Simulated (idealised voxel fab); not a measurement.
A process module follows: voxel gate over fins.
This is section cut - it's 230 nm across, gridded in 5 nm square cells.
Bands, listed from the top down, are how a cross-section gets written in this document; the cross-section itself is a grid of square cells, and a band is one or more rows of them.
Band entry format. Leading values: height of top, height of bottom, nm. Remainder: materials in left-to-right order, each with its width in nm. Special words: "all across" on a single material, which then fills the band edge to edge; "air", empty space.
A quick word on heights: they are counted from 0, and under that level the wafer as it came to us is one material throughout. The lowest band is different from the rest in having no bottom; it simply continues downward, written as in "0 down".
Graded width ("30..40"): value in top row of band = first number; value in bottom row = second number; row-to-row change constant.
A step reported as "no alterations made" is a step in which no cell of the cross-section changed.
Reported under the label "Cavities, sealed" are the empty spaces having no open way to the top and comprising 8 cells or more; the notation for each is width x height at distance, in which the distance is measured from the left edge and all three values are in nm.
Read whatever lies past the settings on a step's line as the simulator's own remark about the step.
When a step includes a mask, the "overlay nm" setting on its line states how far to the right of its planned place that mask lay, and negative values state how far to the left.
Listed below are the process steps as planned
1) RECEIVE: material Si
2) CONFORMAL_DEP: material SiN, thk nm 5
3) PATTERN: tone cover, mask id FINS, material resist, width nm 15, pitch nm 60, thk nm 20, overlay nm 0
4) DIRECTIONAL_ETCH: etch materials SiN, depth nm 5
5) DIRECTIONAL_ETCH: etch materials Si, depth nm 35
6) STRIP: etch materials resist
7) OXIDIZE: depth nm 5
8) FILL_DEP: material SiO2, thk nm 15
9) CMP: height nm 5
10) PATTERN: tone open, mask id RAIL, material resist, width nm 15, thk nm 20, overlay nm 0
11) DIRECTIONAL_ETCH: etch materials SiO2, depth nm 35
12) STRIP: etch materials resist
13) CONFORMAL_DEP: material TiN, thk nm 5
14) FILL_DEP: material Ru, thk nm 10
15) CMP: height nm 5
16) SELECTIVE_ETCH: etch materials W Ru TiN, depth nm 30
17) FILL_DEP: material SiO2, thk nm 5
18) CMP: height nm 5
19) SELECTIVE_ETCH: etch materials SiO2, depth nm 20
20) STRIP: etch materials SiN
21) CONFORMAL_DEP: material HfO2, thk nm 5
22) CONFORMAL_DEP: material TiN, thk nm 5
23) CONFORMAL_DEP: material TiAl, thk nm 5
24) CONFORMAL_DEP: material TiN, thk nm 5
25) FILL_DEP: material W, thk nm 15
26) CMP: height nm 30
27) CONFORMAL_DEP: material SiN, thk nm 10
The following pertains to the first of two wafers, which was processed as planned
Cross-sectional view of the wafer in its as-received condition, corresponding to the state after step 1
- 0 down: Si all across
- Cavities, sealed: none
After step 2, in cross-section
- 5 to 0: SiN all across
- Everything under 0 stays put, no change at all.
After step 3, in cross-section
- 25 to 5: air 75 nm  resist 15 nm  air 45 nm  resist 15 nm  air 80 nm
- Everything under 5 stays put, no change at all.
After step 4, in cross-section
- 25 to 5: air 75 nm  resist 15 nm  air 45 nm  resist 15 nm  air 80 nm
- 5 to 0: air 75 nm  SiN 15 nm  air 45 nm  SiN 15 nm  air 80 nm
- Everything under 0 stays put, no change at all.
After step 5, in cross-section
- 25 to 5: air 75 nm  resist 15 nm  air 45 nm  resist 15 nm  air 80 nm
- 5 to 0: air 75 nm  SiN 15 nm  air 45 nm  SiN 15 nm  air 80 nm
- 0 to -35: air 75 nm  Si 15 nm  air 45 nm  Si 15 nm  air 80 nm
- Everything under -35 stays put, no change at all.
After step 6, in cross-section
- 5 to 0: air 75 nm  SiN 15 nm  air 45 nm  SiN 15 nm  air 80 nm
- Everything under 0 stays put, no change at all.
After step 7, in cross-section
- 5 to 0: air 75 nm  SiN 15 nm  air 45 nm  SiN 15 nm  air 80 nm
- 0 to -35: air 75 nm  SiO2 5 nm  Si 5 nm  SiO2 5 nm  air 45 nm  SiO2 5 nm  Si 5 nm  SiO2 5 nm  air 80 nm
- -35 to -40: SiO2 80 nm  Si 5 nm  SiO2 55 nm  Si 5 nm  SiO2 85 nm
- Everything under -40 stays put, no change at all.
After step 8, in cross-section
- 20 to 5: SiO2 all across
- 5 to 0: SiO2 75 nm  SiN 15 nm  SiO2 45 nm  SiN 15 nm  SiO2 80 nm
- 0 to -40: SiO2 80 nm  Si 5 nm  SiO2 55 nm  Si 5 nm  SiO2 85 nm
- Everything under -40 stays put, no change at all.
After step 9, in cross-section
- 5 to 0: SiO2 75 nm  SiN 15 nm  SiO2 45 nm  SiN 15 nm  SiO2 80 nm
- Everything under 0 stays put, no change at all.
After step 10, in cross-section
- 25 to 5: resist 105 nm  air 15 nm  resist 110 nm
- Everything under 5 stays put, no change at all.
After step 11, in cross-section
- 25 to 5: resist 105 nm  air 15 nm  resist 110 nm
- 5 to 0: SiO2 75 nm  SiN 15 nm  SiO2 15 nm  air 15 nm  SiO2 15 nm  SiN 15 nm  SiO2 80 nm
- 0 to -30: SiO2 80 nm  Si 5 nm  SiO2 20 nm  air 15 nm  SiO2 20 nm  Si 5 nm  SiO2 85 nm
- Everything under -30 stays put, no change at all.
After step 12, in cross-section
- 5 to 0: SiO2 75 nm  SiN 15 nm  SiO2 15 nm  air 15 nm  SiO2 15 nm  SiN 15 nm  SiO2 80 nm
- Everything under 0 stays put, no change at all.
After step 13, in cross-section
- 10 to 5: TiN 110 nm  air 5 nm  TiN 115 nm
- 5 to 0: SiO2 75 nm  SiN 15 nm  SiO2 15 nm  TiN 5 nm  air 5 nm  TiN 5 nm  SiO2 15 nm  SiN 15 nm  SiO2 80 nm
- 0 to -25: SiO2 80 nm  Si 5 nm  SiO2 20 nm  TiN 5 nm  air 5 nm  TiN 5 nm  SiO2 20 nm  Si 5 nm  SiO2 85 nm
- -25 to -30: SiO2 80 nm  Si 5 nm  SiO2 20 nm  TiN 15 nm  SiO2 20 nm  Si 5 nm  SiO2 85 nm
- Everything under -30 stays put, no change at all.
After step 14, in cross-section
- 20 to 10: Ru all across
- 10 to 5: TiN 110 nm  Ru 5 nm  TiN 115 nm
- 5 to 0: SiO2 75 nm  SiN 15 nm  SiO2 15 nm  TiN 5 nm  Ru 5 nm  TiN 5 nm  SiO2 15 nm  SiN 15 nm  SiO2 80 nm
- 0 to -25: SiO2 80 nm  Si 5 nm  SiO2 20 nm  TiN 5 nm  Ru 5 nm  TiN 5 nm  SiO2 20 nm  Si 5 nm  SiO2 85 nm
- Everything under -25 stays put, no change at all.
After step 15, in cross-section
- 5 to 0: SiO2 75 nm  SiN 15 nm  SiO2 15 nm  TiN 5 nm  Ru 5 nm  TiN 5 nm  SiO2 15 nm  SiN 15 nm  SiO2 80 nm
- Everything under 0 stays put, no change at all.
After step 16, in cross-section
- 5 to 0: SiO2 75 nm  SiN 15 nm  SiO2 15 nm  air 15 nm  SiO2 15 nm  SiN 15 nm  SiO2 80 nm
- 0 to -25: SiO2 80 nm  Si 5 nm  SiO2 20 nm  air 15 nm  SiO2 20 nm  Si 5 nm  SiO2 85 nm
- Everything under -25 stays put, no change at all.
After step 17, in cross-section
- 10 to 5: SiO2 all across
- 5 to 0: SiO2 75 nm  SiN 15 nm  SiO2 45 nm  SiN 15 nm  SiO2 80 nm
- 0 to -25: SiO2 80 nm  Si 5 nm  SiO2 55 nm  Si 5 nm  SiO2 85 nm
- Everything under -25 stays put, no change at all.
After step 18, in cross-section
- 5 to 0: SiO2 75 nm  SiN 15 nm  SiO2 45 nm  SiN 15 nm  SiO2 80 nm
- Everything under 0 stays put, no change at all.
After step 19, in cross-section
- 5 to 0: air 75 nm  SiN 15 nm  air 45 nm  SiN 15 nm  air 80 nm
- 0 to -15: air 80 nm  Si 5 nm  air 55 nm  Si 5 nm  air 85 nm
- Everything under -15 stays put, no change at all.
After step 20, in cross-section
- 0 to -15: air 80 nm  Si 5 nm  air 55 nm  Si 5 nm  air 85 nm
- Everything under -15 stays put, no change at all.
After step 21, in cross-section
- 5 to 0: air 75 nm  HfO2 15 nm  air 45 nm  HfO2 15 nm  air 80 nm
- 0 to -10: air 75 nm  HfO2 5 nm  Si 5 nm  HfO2 5 nm  air 45 nm  HfO2 5 nm  Si 5 nm  HfO2 5 nm  air 80 nm
- -10 to -15: HfO2 80 nm  Si 5 nm  HfO2 55 nm  Si 5 nm  HfO2 85 nm
- Everything under -15 stays put, no change at all.
After step 22, in cross-section
- 10 to 5: air 70 nm  TiN 25 nm  air 35 nm  TiN 25 nm  air 75 nm
- 5 to 0: air 70 nm  TiN 5 nm  HfO2 15 nm  TiN 5 nm  air 35 nm  TiN 5 nm  HfO2 15 nm  TiN 5 nm  air 75 nm
- 0 to -5: air 70 nm  TiN 5 nm  HfO2 5 nm  Si 5 nm  HfO2 5 nm  TiN 5 nm  air 35 nm  TiN 5 nm  HfO2 5 nm  Si 5 nm  HfO2 5 nm  TiN 5 nm  air 75 nm
- -5 to -10: TiN 75 nm  HfO2 5 nm  Si 5 nm  HfO2 5 nm  TiN 45 nm  HfO2 5 nm  Si 5 nm  HfO2 5 nm  TiN 80 nm
- Everything under -10 stays put, no change at all.
After step 23, in cross-section
- 15 to 10: air 65 nm  TiAl 35 nm  air 25 nm  TiAl 35 nm  air 70 nm
- 10 to 5: air 65 nm  TiAl 5 nm  TiN 25 nm  TiAl 5 nm  air 25 nm  TiAl 5 nm  TiN 25 nm  TiAl 5 nm  air 70 nm
- 5 to 0: air 65 nm  TiAl 5 nm  TiN 5 nm  HfO2 15 nm  TiN 5 nm  TiAl 5 nm  air 25 nm  TiAl 5 nm  TiN 5 nm  HfO2 15 nm  TiN 5 nm  TiAl 5 nm  air 70 nm
- 0 to -5: TiAl 70 nm  TiN 5 nm  HfO2 5 nm  Si 5 nm  HfO2 5 nm  TiN 5 nm  TiAl 35 nm  TiN 5 nm  HfO2 5 nm  Si 5 nm  HfO2 5 nm  TiN 5 nm  TiAl 75 nm
- Everything under -5 stays put, no change at all.
After step 24, in cross-section
- 20 to 15: air 60 nm  TiN 45 nm  air 15 nm  TiN 45 nm  air 65 nm
- 15 to 10: air 60 nm  TiN 5 nm  TiAl 35 nm  TiN 5 nm  air 15 nm  TiN 5 nm  TiAl 35 nm  TiN 5 nm  air 65 nm
- 10 to 5: air 60 nm  TiN 5 nm  TiAl 5 nm  TiN 25 nm  TiAl 5 nm  TiN 5 nm  air 15 nm  TiN 5 nm  TiAl 5 nm  TiN 25 nm  TiAl 5 nm  TiN 5 nm  air 65 nm
- 5 to 0: TiN 65 nm  TiAl 5 nm  TiN 5 nm  HfO2 15 nm  TiN 5 nm  TiAl 5 nm  TiN 25 nm  TiAl 5 nm  TiN 5 nm  HfO2 15 nm  TiN 5 nm  TiAl 5 nm  TiN 70 nm
- Everything under 0 stays put, no change at all.
After step 25, in cross-section
- 35 to 20: W all across
- 20 to 15: W 60 nm  TiN 45 nm  W 15 nm  TiN 45 nm  W 65 nm
- 15 to 10: W 60 nm  TiN 5 nm  TiAl 35 nm  TiN 5 nm  W 15 nm  TiN 5 nm  TiAl 35 nm  TiN 5 nm  W 65 nm
- 10 to 5: W 60 nm  TiN 5 nm  TiAl 5 nm  TiN 25 nm  TiAl 5 nm  TiN 5 nm  W 15 nm  TiN 5 nm  TiAl 5 nm  TiN 25 nm  TiAl 5 nm  TiN 5 nm  W 65 nm
- Everything under 5 stays put, no change at all.
After step 26, in cross-section
- 30 to 20: W all across
- Everything under 20 stays put, no change at all.
After step 27, in cross-section
- 40 to 30: SiN all across
- Everything under 30 stays put, no change at all.
Here the second wafer is described. Its start and its plan were those of the first wafer. Its run contained one mistake. Up to and including step 9, it did exactly what the first wafer did
At the planned end of step 10, the second wafer in cross-section
- 25 to 5: air 105 nm  resist 15 nm  air 110 nm
- Everything under 5 stays put, no change at all.
At the planned end of step 11, the second wafer in cross-section
- 25 to 5: air 105 nm  resist 15 nm  air 110 nm
- 5 to 0: air 75 nm  SiN 15 nm  air 15 nm  SiO2 15 nm  air 15 nm  SiN 15 nm  air 80 nm
- 0 to -30: air 75 nm  SiO2 5 nm  Si 5 nm  SiO2 5 nm  air 15 nm  SiO2 15 nm  air 15 nm  SiO2 5 nm  Si 5 nm  SiO2 5 nm  air 80 nm
- Everything under -30 stays put, no change at all.
At the planned end of step 12, the second wafer in cross-section
- 5 to 0: air 75 nm  SiN 15 nm  air 15 nm  SiO2 15 nm  air 15 nm  SiN 15 nm  air 80 nm
- Everything under 0 stays put, no change at all.
At the planned end of step 13, the second wafer in cross-section
- 10 to 5: air 70 nm  TiN 25 nm  air 5 nm  TiN 25 nm  air 5 nm  TiN 25 nm  air 75 nm
- 5 to 0: air 70 nm  TiN 5 nm  SiN 15 nm  TiN 5 nm  air 5 nm  TiN 5 nm  SiO2 15 nm  TiN 5 nm  air 5 nm  TiN 5 nm  SiN 15 nm  TiN 5 nm  air 75 nm
- 0 to -25: air 70 nm  TiN 5 nm  SiO2 5 nm  Si 5 nm  SiO2 5 nm  TiN 5 nm  air 5 nm  TiN 5 nm  SiO2 15 nm  TiN 5 nm  air 5 nm  TiN 5 nm  SiO2 5 nm  Si 5 nm  SiO2 5 nm  TiN 5 nm  air 75 nm
- -25 to -30: TiN 75 nm  SiO2 5 nm  Si 5 nm  SiO2 5 nm  TiN 15 nm  SiO2 15 nm  TiN 15 nm  SiO2 5 nm  Si 5 nm  SiO2 5 nm  TiN 80 nm
- Everything under -30 stays put, no change at all.
At the planned end of step 14, the second wafer in cross-section
- 20 to 10: Ru all across
- 10 to 5: Ru 70 nm  TiN 25 nm  Ru 5 nm  TiN 25 nm  Ru 5 nm  TiN 25 nm  Ru 75 nm
- 5 to 0: Ru 70 nm  TiN 5 nm  SiN 15 nm  TiN 5 nm  Ru 5 nm  TiN 5 nm  SiO2 15 nm  TiN 5 nm  Ru 5 nm  TiN 5 nm  SiN 15 nm  TiN 5 nm  Ru 75 nm
- 0 to -25: Ru 70 nm  TiN 5 nm  SiO2 5 nm  Si 5 nm  SiO2 5 nm  TiN 5 nm  Ru 5 nm  TiN 5 nm  SiO2 15 nm  TiN 5 nm  Ru 5 nm  TiN 5 nm  SiO2 5 nm  Si 5 nm  SiO2 5 nm  TiN 5 nm  Ru 75 nm
- Everything under -25 stays put, no change at all.
At the planned end of step 15, the second wafer in cross-section
- 5 to 0: Ru 70 nm  TiN 5 nm  SiN 15 nm  TiN 5 nm  Ru 5 nm  TiN 5 nm  SiO2 15 nm  TiN 5 nm  Ru 5 nm  TiN 5 nm  SiN 15 nm  TiN 5 nm  Ru 75 nm
- Everything under 0 stays put, no change at all.
At the planned end of step 16, the second wafer in cross-section
- 5 to 0: air 75 nm  SiN 15 nm  air 15 nm  SiO2 15 nm  air 15 nm  SiN 15 nm  air 80 nm
- 0 to -25: air 75 nm  SiO2 5 nm  Si 5 nm  SiO2 5 nm  air 15 nm  SiO2 15 nm  air 15 nm  SiO2 5 nm  Si 5 nm  SiO2 5 nm  air 80 nm
- Everything under -25 stays put, no change at all.
At the planned end of step 17, the second wafer in cross-section
- 10 to 5: SiO2 all across
- 5 to 0: SiO2 75 nm  SiN 15 nm  SiO2 45 nm  SiN 15 nm  SiO2 80 nm
- 0 to -25: SiO2 80 nm  Si 5 nm  SiO2 55 nm  Si 5 nm  SiO2 85 nm
- Everything under -25 stays put, no change at all.
At the planned end of step 18, the second wafer in cross-section
- 5 to 0: SiO2 75 nm  SiN 15 nm  SiO2 45 nm  SiN 15 nm  SiO2 80 nm
- Everything under 0 stays put, no change at all.
At the planned end of step 19, the second wafer in cross-section
- 5 to 0: air 75 nm  SiN 15 nm  air 45 nm  SiN 15 nm  air 80 nm
- 0 to -15: air 80 nm  Si 5 nm  air 55 nm  Si 5 nm  air 85 nm
- Everything under -15 stays put, no change at all.
At the planned end of step 20, the second wafer in cross-section
- 0 to -15: air 80 nm  Si 5 nm  air 55 nm  Si 5 nm  air 85 nm
- Everything under -15 stays put, no change at all.
At the planned end of step 21, the second wafer in cross-section
- 5 to 0: air 75 nm  HfO2 15 nm  air 45 nm  HfO2 15 nm  air 80 nm
- 0 to -10: air 75 nm  HfO2 5 nm  Si 5 nm  HfO2 5 nm  air 45 nm  HfO2 5 nm  Si 5 nm  HfO2 5 nm  air 80 nm
- -10 to -15: HfO2 80 nm  Si 5 nm  HfO2 55 nm  Si 5 nm  HfO2 85 nm
- Everything under -15 stays put, no change at all.
At the planned end of step 22, the second wafer in cross-section
- 10 to 5: air 70 nm  TiN 25 nm  air 35 nm  TiN 25 nm  air 75 nm
- 5 to 0: air 70 nm  TiN 5 nm  HfO2 15 nm  TiN 5 nm  air 35 nm  TiN 5 nm  HfO2 15 nm  TiN 5 nm  air 75 nm
- 0 to -5: air 70 nm  TiN 5 nm  HfO2 5 nm  Si 5 nm  HfO2 5 nm  TiN 5 nm  air 35 nm  TiN 5 nm  HfO2 5 nm  Si 5 nm  HfO2 5 nm  TiN 5 nm  air 75 nm
- -5 to -10: TiN 75 nm  HfO2 5 nm  Si 5 nm  HfO2 5 nm  TiN 45 nm  HfO2 5 nm  Si 5 nm  HfO2 5 nm  TiN 80 nm
- Everything under -10 stays put, no change at all.
At the planned end of step 23, the second wafer in cross-section
- 15 to 10: air 65 nm  TiAl 35 nm  air 25 nm  TiAl 35 nm  air 70 nm
- 10 to 5: air 65 nm  TiAl 5 nm  TiN 25 nm  TiAl 5 nm  air 25 nm  TiAl 5 nm  TiN 25 nm  TiAl 5 nm  air 70 nm
- 5 to 0: air 65 nm  TiAl 5 nm  TiN 5 nm  HfO2 15 nm  TiN 5 nm  TiAl 5 nm  air 25 nm  TiAl 5 nm  TiN 5 nm  HfO2 15 nm  TiN 5 nm  TiAl 5 nm  air 70 nm
- 0 to -5: TiAl 70 nm  TiN 5 nm  HfO2 5 nm  Si 5 nm  HfO2 5 nm  TiN 5 nm  TiAl 35 nm  TiN 5 nm  HfO2 5 nm  Si 5 nm  HfO2 5 nm  TiN 5 nm  TiAl 75 nm
- Everything under -5 stays put, no change at all.
At the planned end of step 24, the second wafer in cross-section
- 20 to 15: air 60 nm  TiN 45 nm  air 15 nm  TiN 45 nm  air 65 nm
- 15 to 10: air 60 nm  TiN 5 nm  TiAl 35 nm  TiN 5 nm  air 15 nm  TiN 5 nm  TiAl 35 nm  TiN 5 nm  air 65 nm
- 10 to 5: air 60 nm  TiN 5 nm  TiAl 5 nm  TiN 25 nm  TiAl 5 nm  TiN 5 nm  air 15 nm  TiN 5 nm  TiAl 5 nm  TiN 25 nm  TiAl 5 nm  TiN 5 nm  air 65 nm
- 5 to 0: TiN 65 nm  TiAl 5 nm  TiN 5 nm  HfO2 15 nm  TiN 5 nm  TiAl 5 nm  TiN 25 nm  TiAl 5 nm  TiN 5 nm  HfO2 15 nm  TiN 5 nm  TiAl 5 nm  TiN 70 nm
- Everything under 0 stays put, no change at all.
At the planned end of step 25, the second wafer in cross-section
- 35 to 20: W all across
- 20 to 15: W 60 nm  TiN 45 nm  W 15 nm  TiN 45 nm  W 65 nm
- 15 to 10: W 60 nm  TiN 5 nm  TiAl 35 nm  TiN 5 nm  W 15 nm  TiN 5 nm  TiAl 35 nm  TiN 5 nm  W 65 nm
- 10 to 5: W 60 nm  TiN 5 nm  TiAl 5 nm  TiN 25 nm  TiAl 5 nm  TiN 5 nm  W 15 nm  TiN 5 nm  TiAl 5 nm  TiN 25 nm  TiAl 5 nm  TiN 5 nm  W 65 nm
- Everything under 5 stays put, no change at all.
At the planned end of step 26, the second wafer in cross-section
- 30 to 20: W all across
- Everything under 20 stays put, no change at all.
At the planned end of step 27, the second wafer in cross-section
- 40 to 30: SiN all across
- Everything under 30 stays put, no change at all.
What was the processing mistake? step 10, actual vs plan mismatch, actual run PATTERN: tone cover, mask id RAIL, material resist, width nm 15, thk nm 20, overlay nm 0
FYI, end of process, the second wafer has more or fewer cells of some materials than the first: 34 fewer of SiO2; 34 more of TiN
